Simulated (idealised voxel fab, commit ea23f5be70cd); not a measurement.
process module | voxel ribs on slabs
cross-section cut | 265 nm wide | cells 5 nm
A cross-section is a grid of square cells, given in bands from the top down. A band is one or more rows of cells.
Each band's line starts with the height of the band's top and of its bottom, in nm. Then come its materials from left to right, each with its width in nm. One material with "throughout" fills the band from edge to edge. "air" is empty space.
Height 0 is the level under which the wafer as received is all one material. The lowest band goes on downwards, as in "0 down".
A width such as "30 to 40" changes by the same amount from each row of cells to the next, from the band's top row to its bottom row.
"no change" after a step means that no cell of the cross-section changed.
closed voids: empty space of 8 cells or more with no open way to the top, each as width x height at its distance from the left edge, in nm
after a step's settings: what the simulator itself notes on the step
overlay nm, on a step with a mask: how far to the right of its planned place the mask lay; to the left if negative
plan
1 op RECEIVE | material Si
2 op DIRECTIONAL_DEP | material SiO2 | thk nm 30
3 op DIRECTIONAL_DEP | material polySi | thk nm 20
4 op PATTERN | tone cover | mask id RIB | material resist | width nm 30 | thk nm 15 | overlay nm 0
5 op DIRECTIONAL_ETCH | etch materials polySi | depth nm 5
6 op STRIP | etch materials resist
7 op MASKED_ETCH | tone cover | mask id SLAB | width nm 60 | etch materials polySi | depth nm 15 | overlay nm 0
8 op FILL_DEP | material SiO2 | thk nm 20
9 op CMP | height nm 60
10 op DIRECTIONAL_DEP | material TiN | thk nm 10
11 op PATTERN | tone cover | mask id HEATER | material resist | width nm 40 | thk nm 15 | overlay nm 0
12 op DIRECTIONAL_ETCH | etch materials TiN | depth nm 10
13 op STRIP | etch materials resist
14 op CONFORMAL_DEP | material SiN | thk nm 10
as received, after step 1
  0 down: Si throughout
  closed voids: none
a wafer at the end: this start, this plan, one mistake
  80 to 70: air 100 | SiN 60 | air 105
  70 to 60: SiN 110 | TiN 40 | SiN 115
  60 to 50: SiO2 throughout
  50 to 45: SiO2 115 | polySi 30 | SiO2 120
  45 to 30: SiO2 110 | polySi 60 | SiO2 95
  30 to 0: SiO2 throughout
  0 down: Si throughout
  closed voids: none
what went wrong: step 7 ran as: op MASKED_ETCH | tone cover | mask id SLAB | width nm 60 | etch materials polySi | depth nm 15 | overlay nm 10
